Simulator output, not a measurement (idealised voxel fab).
This is a process module. Its name is voxel fin reveal.
Cross-section cut: width 200 nm, square cells of 5 nm.
Format of a cross-section: grid, square cells. Given as bands. Order: top down. Band: one or more rows of cells. Basically the band line says how high the top is and how high the bottom is, in nm, and then what's in it from left to right, every material with its width in nm. Empty space shows up as "blank", and if a single material carries "full width" it runs the full band edge to edge. Height 0 is the level under which the wafer as received is all one material. The lowest band goes on downwards, as in "0 and below". With a width like "30 to 40", each row of cells in the band differs from the next by the same amount, the top row carrying the first number and the bottom row the second. Step note "nothing got changed" = no cross-section cell changed. Reported under the label "Enclosed void inventory" are the empty spaces having no open way to the top and comprising 8 cells or more; the notation for each is width x height at distance, in which the distance is measured from the left edge and all three values are in nm. after a step's settings: what the simulator itself notes on the step. overlay nm: step with mask; distance mask lay right of planned place; negative value = left of planned place.
# plan
step 1: RECEIVE [material Si]
step 2: CONFORMAL_DEP [material SiN] [thk nm 5]
step 3: PATTERN [tone cover] [mask id FINS] [material resist] [width nm 15] [pitch nm 45] [thk nm 20] [overlay nm 0]
step 4: DIRECTIONAL_ETCH [etch materials SiN] [depth nm 5]
step 5: DIRECTIONAL_ETCH [etch materials Si] [depth nm 40]
step 6: STRIP [etch materials resist]
step 7: OXIDIZE [depth nm 5]
step 8: FILL_DEP [material SiO2] [thk nm 5]
step 9: CMP [height nm -5]
step 10: SELECTIVE_ETCH [etch materials SiO2] [depth nm 35]
step 11: STRIP [etch materials SiN]
The value of height nm given for step 9 in the plan refers to the first wafer; the wafers vary in this setting and are alike at the start.
# Cross-section of the first of several received wafers, showing its state after step 1
    0 and below  Si full width
    Enclosed void inventory: none
# After the module's final step, step 11: the first of several wafers in cross-section
    -5 down to -40  blank 50, Si 5, blank 40, Si 5, blank 40, Si 5, blank 55
    -40 down to -45  SiO2 50, Si 5, SiO2 40, Si 5, SiO2 40, Si 5, SiO2 55
    -45 and below  Si full width
    Enclosed void inventory: none
# A cross-section through the last wafer at the close of the module
    0 down to -25  blank 50, Si 5, blank 40, Si 5, blank 40, Si 5, blank 55
    -25 down to -45  SiO2 50, Si 5, SiO2 40, Si 5, SiO2 40, Si 5, SiO2 55
    -45 and below  Si full width
    Enclosed void inventory: none
# Per wafer, end of module: cells gained (+) or lost (-) per material since receipt, then closed voids
height nm -5 | -336 Si | +37 SiO2 | Enclosed void inventory: none
height nm 0 | -333 Si | +74 SiO2 | Enclosed void inventory: none
height nm 5 | -333 Si | +111 SiO2 | Enclosed void inventory: none
height nm 10 | -333 Si | +148 SiO2 | Enclosed void inventory: none
